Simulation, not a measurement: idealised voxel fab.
The process module that follows is named voxel trench capacitor.
Cross-section cut: width 240 nm, square cells of 5 nm.
We lay out every cross-section as a grid of square cells and spell it out in bands from the top down, where one band means one or more rows of cells. Basically the band line says how high the top is and how high the bottom is, in nm, and then what's in it from left to right, every material with its width in nm. Empty space shows up as "air", and if a single material carries "all across" it runs the full band edge to edge. Height 0 is the level under which the wafer as received is all one material. The lowest band goes on downwards, as in "0..down". Note: "30->40" means the width goes from the first number (top row of the band) to the second number (bottom row) in equal steps per row of cells. Step note "no change" = no cross-section cell changed. "Voids lacking openings" contains a list of empty spaces, each no smaller than 8 cells and without an open way to the top, written in the form width x height at distance with the distance from the left edge and all three in nm. Note: text after step settings on the step line = simulator remark on that step. "overlay nm" answers the question of how far to the right of plan the mask lay on a step that has a mask, and when it is negative the answer is to the left.
Process steps foreseen in the plan:
- 1: RECEIVE | material Si
- 2: CONFORMAL_DEP | material SiN | thk nm 10
- 3: MASKED_ETCH | tone open | mask id TRENCH | width nm 25 | pitch nm 40 | etch materials SiN | depth nm 10 | overlay nm 0
- 4: MASKED_ETCH | tone open | mask id TRENCH | width nm 25 | pitch nm 40 | etch materials Si | depth nm 25 | overlay nm 0
- 5: CONFORMAL_DEP | material Al2O3 | thk nm 5
- 6: CONFORMAL_DEP | material TiN | thk nm 5
- 7: FILL_DEP | material W | thk nm 10
- 8: CMP | height nm 10
As-received state of the wafer in cross-section, equivalent to post-step 1:
    0..down = Si all across
    Voids lacking openings: none
First wafer of two, sectioned at end of module; run went per plan:
    10..0 = SiN (45) / Al2O3 (5) / TiN (5) / W (5) / TiN (5) / Al2O3 (5) / SiN (15) / Al2O3 (5) / TiN (5) / W (5) / TiN (5) / Al2O3 (5) / SiN (15) / Al2O3 (5) / TiN (5) / W (5) / TiN (5) / Al2O3 (5) / SiN (15) / Al2O3 (5) / TiN (5) / W (5) / TiN (5) / Al2O3 (5) / SiN (50)
    0..-15 = Si (45) / Al2O3 (5) / TiN (5) / W (5) / TiN (5) / Al2O3 (5) / Si (15) / Al2O3 (5) / TiN (5) / W (5) / TiN (5) / Al2O3 (5) / Si (15) / Al2O3 (5) / TiN (5) / W (5) / TiN (5) / Al2O3 (5) / Si (15) / Al2O3 (5) / TiN (5) / W (5) / TiN (5) / Al2O3 (5) / Si (50)
    -15..-20 = Si (45) / Al2O3 (5) / TiN (15) / Al2O3 (5) / Si (15) / Al2O3 (5) / TiN (15) / Al2O3 (5) / Si (15) / Al2O3 (5) / TiN (15) / Al2O3 (5) / Si (15) / Al2O3 (5) / TiN (15) / Al2O3 (5) / Si (50)
    -20..-25 = Si (45) / Al2O3 (25) / Si (15) / Al2O3 (25) / Si (15) / Al2O3 (25) / Si (15) / Al2O3 (25) / Si (50)
    -25..down = Si all across
    Voids lacking openings: none
Second wafer cross-section at end of module - shared start and plan with the first, one mistake in the run:
    15..10 = Al2O3 (50) / TiN (5) / W (5) / TiN (5) / Al2O3 (25) / TiN (5) / W (5) / TiN (5) / Al2O3 (25) / TiN (5) / W (5) / TiN (5) / Al2O3 (25) / TiN (5) / W (5) / TiN (5) / Al2O3 (55)
    10..0 = SiN (45) / Al2O3 (5) / TiN (5) / W (5) / TiN (5) / Al2O3 (5) / SiN (15) / Al2O3 (5) / TiN (5) / W (5) / TiN (5) / Al2O3 (5) / SiN (15) / Al2O3 (5) / TiN (5) / W (5) / TiN (5) / Al2O3 (5) / SiN (15) / Al2O3 (5) / TiN (5) / W (5) / TiN (5) / Al2O3 (5) / SiN (50)
    0..-15 = Si (45) / Al2O3 (5) / TiN (5) / W (5) / TiN (5) / Al2O3 (5) / Si (15) / Al2O3 (5) / TiN (5) / W (5) / TiN (5) / Al2O3 (5) / Si (15) / Al2O3 (5) / TiN (5) / W (5) / TiN (5) / Al2O3 (5) / Si (15) / Al2O3 (5) / TiN (5) / W (5) / TiN (5) / Al2O3 (5) / Si (50)
    -15..-20 = Si (45) / Al2O3 (5) / TiN (15) / Al2O3 (5) / Si (15) / Al2O3 (5) / TiN (15) / Al2O3 (5) / Si (15) / Al2O3 (5) / TiN (15) / Al2O3 (5) / Si (15) / Al2O3 (5) / TiN (15) / Al2O3 (5) / Si (50)
    -20..-25 = Si (45) / Al2O3 (25) / Si (15) / Al2O3 (25) / Si (15) / Al2O3 (25) / Si (15) / Al2O3 (25) / Si (50)
    -25..down = Si all across
    Voids lacking openings: none
It is concluded that the wafer was processed incorrectly with respect to the plan, in that step 8: run off-plan, actual operation and settings CMP | height nm 15
Bottom line after processing is that, in cells, the second wafer is up or down on some materials versus the first: 36 more of Al2O3 | 8 more of TiN | 4 more of W
